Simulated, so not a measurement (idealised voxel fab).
The name of this process module is voxel gate over fins.
We display cut, a cross-section 260 nm in width whose square cells are each 5 nm.
In what follows, cross-sections appear as grids of square cells, described through bands that run from the top down, where every band is one or more rows of cells.
Basically the band line says how high the top is and how high the bottom is, in nm, and then what's in it from left to right, every material with its width in nm. Empty space shows up as "air", and if a single material carries "everywhere" it runs the full band edge to edge.
Heights are expressed relative to 0, this being the level below which the as-received wafer comprises one material exclusively. The lowest band is unbounded in the downward direction and is denoted as in "0 down".
A width given as "30->40" starts at the first number in the band's top row and ends at the second number in its bottom row, shifting by an equal amount at every step from row to row.
What does "no modifications" mean for a step? It means no cell of the cross-section changed in that step.
For the entry "Enclosed void listing", the listed items are empty spaces with no open way to the top whose size is 8 cells or more; each item follows the pattern width x height at distance, where distance is from the left edge and all three are in nm.
Step line, after settings: the simulator's comment on this step.
overlay nm: mask offset rightward from planned place, masked step; negative means leftward offset.

# plan
| 1 | RECEIVE,material Si |
| 2 | CONFORMAL_DEP,material SiN,thk nm 5 |
| 3 | MASKED_ETCH,tone cover,mask id FINS,width nm 15,pitch nm 60,etch materials SiN,depth nm 5,overlay nm 0 |
| 4 | MASKED_ETCH,tone cover,mask id FINS,width nm 15,pitch nm 60,etch materials Si,depth nm 35,overlay nm 0 |
| 5 | OXIDIZE,depth nm 5 |
| 6 | FILL_DEP,material SiO2,thk nm 5 |
| 7 | CMP,height nm 5 |
| 8 | MASKED_ETCH,tone open,mask id RAIL,width nm 15,etch materials SiO2,depth nm 35,overlay nm 0 |
| 9 | CONFORMAL_DEP,material TiN,thk nm 5 |
| 10 | FILL_DEP,material Ru,thk nm 10 |
| 11 | CMP,height nm 5 |
| 12 | SELECTIVE_ETCH,etch materials W Ru TiN,depth nm 20 |
| 13 | FILL_DEP,material SiO2,thk nm 5 |
| 14 | CMP,height nm 5 |
| 15 | SELECTIVE_ETCH,etch materials SiO2,depth nm 15 |
| 16 | STRIP,etch materials SiN |
| 17 | CONFORMAL_DEP,material HfO2,thk nm 5 |
| 18 | CONFORMAL_DEP,material TiN,thk nm 5 |
| 19 | FILL_DEP,material W,thk nm 15 |
| 20 | CMP,height nm 20 |
| 21 | CONFORMAL_DEP,material SiN,thk nm 10 |

# So this is the incoming wafer in cross-section - it's already been through step 1
	0 down: Si everywhere
	Enclosed void listing: none

# first wafer at the end, as planned
	30 to 20: SiN everywhere
	20 to 10: W everywhere
	10 to 5: 55 W; 25 TiN; 35 W; 25 TiN; 35 W; 25 TiN; 60 W
	5 to 0: 55 W; 5 TiN; 15 HfO2; 5 TiN; 35 W; 5 TiN; 15 HfO2; 5 TiN; 35 W; 5 TiN; 15 HfO2; 5 TiN; 60 W
	0 to -5: 60 TiN; 5 HfO2; 5 Si; 5 HfO2; 45 TiN; 5 HfO2; 5 Si; 5 HfO2; 45 TiN; 5 HfO2; 5 Si; 5 HfO2; 65 TiN
	-5 to -10: 65 HfO2; 5 Si; 55 HfO2; 5 Si; 55 HfO2; 5 Si; 70 HfO2
	-10 to -15: 65 SiO2; 5 Si; 55 SiO2; 5 Si; 55 SiO2; 5 Si; 70 SiO2
	-15 to -25: 65 SiO2; 5 Si; 20 SiO2; 5 TiN; 5 Ru; 5 TiN; 20 SiO2; 5 Si; 55 SiO2; 5 Si; 70 SiO2
	-25 to -30: 65 SiO2; 5 Si; 20 SiO2; 15 TiN; 20 SiO2; 5 Si; 55 SiO2; 5 Si; 70 SiO2
	-30 to -40: 65 SiO2; 5 Si; 55 SiO2; 5 Si; 55 SiO2; 5 Si; 70 SiO2
	-40 down: Si everywhere
	Enclosed void listing: none

# Wafer two (of two), end-of-module cross-section: start = wafer one, plan = wafer one, one run mistake
	30 to 20: SiN everywhere
	20 to 10: W everywhere
	10 to 5: 55 W; 25 TiN; 35 W; 25 TiN; 35 W; 25 TiN; 60 W
	5 to 0: 55 W; 5 TiN; 15 HfO2; 15 TiN; 25 W; 5 TiN; 15 HfO2; 15 TiN; 25 W; 5 TiN; 15 HfO2; 15 TiN; 50 W
	0 to -5: 60 TiN; 5 HfO2; 5 Si; 15 HfO2; 35 TiN; 5 HfO2; 5 Si; 15 HfO2; 35 TiN; 5 HfO2; 5 Si; 15 HfO2; 55 TiN
	-5 to -10: 65 HfO2; 15 Si; 45 HfO2; 15 Si; 45 HfO2; 15 Si; 60 HfO2
	-10 to -15: 65 SiO2; 15 Si; 45 SiO2; 15 Si; 45 SiO2; 15 Si; 60 SiO2
	-15 to -25: 65 SiO2; 15 Si; 10 SiO2; 5 TiN; 5 Ru; 5 TiN; 20 SiO2; 15 Si; 45 SiO2; 15 Si; 60 SiO2
	-25 to -30: 65 SiO2; 15 Si; 10 SiO2; 15 TiN; 20 SiO2; 15 Si; 45 SiO2; 15 Si; 60 SiO2
	-30 to -40: 65 SiO2; 15 Si; 45 SiO2; 15 Si; 45 SiO2; 15 Si; 60 SiO2
	-40 down: Si everywhere
	Enclosed void listing: none
Deviation noted in wafer processing: step 4 went in with a setting other than planned; the actual run was MASKED_ETCH,tone cover,mask id FINS,width nm 15,pitch nm 60,etch materials Si,depth nm 35,overlay nm 10
Wafer comparison, final, in cells, second relative to first, materials more or fewer: 42 more of Si; 36 fewer of SiO2; 6 fewer of W
